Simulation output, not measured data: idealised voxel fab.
Process module under the name voxel double patterning
Section shown: cut. Width: 215 nm. Cell size: 5 nm, square.
This document writes a cross-section as a grid whose cells are square, and gives it as bands, listed from the top down; one or more rows of cells form a band.
This entry defines a band. It first specifies the height of the band's top and the height of its bottom in nm, and then specifies the band's materials from left to right, stating each material with its width in nm. The word "full width" identifies a single material that fills the band from edge to edge, while the word "blank" identifies empty space.
Beneath 0, the wafer as received is one material, and that level is where height counting begins. The lowest band goes on downward without a bottom; it is written like "0..down".
You'd read "30 to 40" like this: the band's top row of cells is as wide as the first number, its bottom row is as wide as the second, and going down, every row changes width by the same amount as the row before did.
"no change occurred" for a step: no cell of the cross-section changed in that step.
In the "Sealed internal cavities" entry, you get each enclosed empty space of 8 cells or more, one with no open way to the top, written width x height at distance, distance from the left edge, in nm.
Step line, after settings: the simulator's comment on this step.
For masked steps, "overlay nm" on the step line gives how far right of plan the mask actually lay; a minus sign means it lay to the left.
Intended process steps
1) RECEIVE [material Si]
2) CONFORMAL_DEP [material SiO2] [thk nm 10]
3) DIRECTIONAL_DEP [material polySi] [thk nm 10]
4) DIRECTIONAL_DEP [material SiCN] [thk nm 5]
5) PATTERN [tone open] [mask id FIRST] [material resist] [width nm 15] [pitch nm 50] [thk nm 15] [overlay nm 0]
6) DIRECTIONAL_ETCH [etch materials SiCN] [depth nm 5]
7) STRIP [etch materials resist]
8) PATTERN [tone open] [mask id SECOND] [material resist] [width nm 15] [thk nm 20] [overlay nm 0]
9) DIRECTIONAL_ETCH [etch materials SiCN] [depth nm 5]
10) STRIP [etch materials resist]
11) DIRECTIONAL_ETCH [etch materials polySi] [depth nm 10]
12) STRIP [etch materials SiCN]
The first of the two wafers, which ran as planned
Cross-section: wafer on arrival = after step 1
- 0..down  Si full width
- Sealed internal cavities: none
Once step 2 is through, the wafer looks like this in cross-section
- 10..0  SiO2 full width
- Under 0: no change, same as before.
Once step 3 is through, the wafer looks like this in cross-section
- 20..10  polySi full width
- Under 10: no change, same as before.
Once step 4 is through, the wafer looks like this in cross-section
- 25..20  SiCN full width
- Under 20: no change, same as before.
Once step 5 is through, the wafer looks like this in cross-section
- 40..25  resist 75; blank 15; resist 35; blank 15; resist 75
- Under 25: no change, same as before.
Once step 6 is through, the wafer looks like this in cross-section
- 40..25  resist 75; blank 15; resist 35; blank 15; resist 75
- 25..20  SiCN 75; blank 15; SiCN 35; blank 15; SiCN 75
- Under 20: no change, same as before.
Once step 7 is through, the wafer looks like this in cross-section
- 25..20  SiCN 75; blank 15; SiCN 35; blank 15; SiCN 75
- Under 20: no change, same as before.
Once step 8 is through, the wafer looks like this in cross-section
- 45..25  resist 100; blank 15; resist 100
- 25..20  SiCN 75; resist 15; SiCN 35; resist 15; SiCN 75
- Under 20: no change, same as before.
Once step 9 is through, the wafer looks like this in cross-section
- 45..25  resist 100; blank 15; resist 100
- 25..20  SiCN 75; resist 15; SiCN 10; blank 15; SiCN 10; resist 15; SiCN 75
- Under 20: no change, same as before.
Once step 10 is through, the wafer looks like this in cross-section
- 25..20  SiCN 75; blank 15; SiCN 10; blank 15; SiCN 10; blank 15; SiCN 75
- Under 20: no change, same as before.
Once step 11 is through, the wafer looks like this in cross-section
- 25..20  SiCN 75; blank 15; SiCN 10; blank 15; SiCN 10; blank 15; SiCN 75
- 20..10  polySi 75; blank 15; polySi 10; blank 15; polySi 10; blank 15; polySi 75
- Under 10: no change, same as before.
Once step 12 is through, the wafer looks like this in cross-section
- 20..10  polySi 75; blank 15; polySi 10; blank 15; polySi 10; blank 15; polySi 75
- Under 10: no change, same as before.
Companion wafer, the second of two: same beginning, same intended sequence, one mistake in carrying it out; through step 4 inclusive it tracks the first exactly
Cross-section of the second wafer at the time by which step 5 should have been completed according to the plan
- 40..25  blank 75; resist 15; blank 35; resist 15; blank 75
- Under 25: no change, same as before.
Cross-section of the second wafer at the time by which step 6 should have been completed according to the plan
- 40..25  blank 75; resist 15; blank 35; resist 15; blank 75
- 25..20  blank 75; SiCN 15; blank 35; SiCN 15; blank 75
- Under 20: no change, same as before.
Cross-section of the second wafer at the time by which step 7 should have been completed according to the plan
- 25..20  blank 75; SiCN 15; blank 35; SiCN 15; blank 75
- Under 20: no change, same as before.
Cross-section of the second wafer at the time by which step 8 should have been completed according to the plan
- 45..25  resist 100; blank 15; resist 100
- 25..20  resist 75; SiCN 15; resist 10; blank 15; resist 10; SiCN 15; resist 75
- Under 20: no change, same as before.
Cross-section of the second wafer at the time by which step 9 should have been completed according to the plan: no change occurred
Cross-section of the second wafer at the time by which step 10 should have been completed according to the plan
- 25..20  blank 75; SiCN 15; blank 35; SiCN 15; blank 75
- Under 20: no change, same as before.
Cross-section of the second wafer at the time by which step 11 should have been completed according to the plan
- 25..20  blank 75; SiCN 15; blank 35; SiCN 15; blank 75
- 20..10  blank 75; polySi 15; blank 35; polySi 15; blank 75
- Under 10: no change, same as before.
Cross-section of the second wafer at the time by which step 12 should have been completed according to the plan
- 20..10  blank 75; polySi 15; blank 35; polySi 15; blank 75
- Under 10: no change, same as before.
Heads up, the wafer didn't run the way we planned it: the process deviated at step 5: the operation and settings actually run there were PATTERN [tone cover] [mask id FIRST] [material resist] [width nm 15] [pitch nm 50] [thk nm 15] [overlay nm 0]
Heads up, by the end the second wafer has more or fewer cells of some materials compared to the first: polySi: 56 fewer
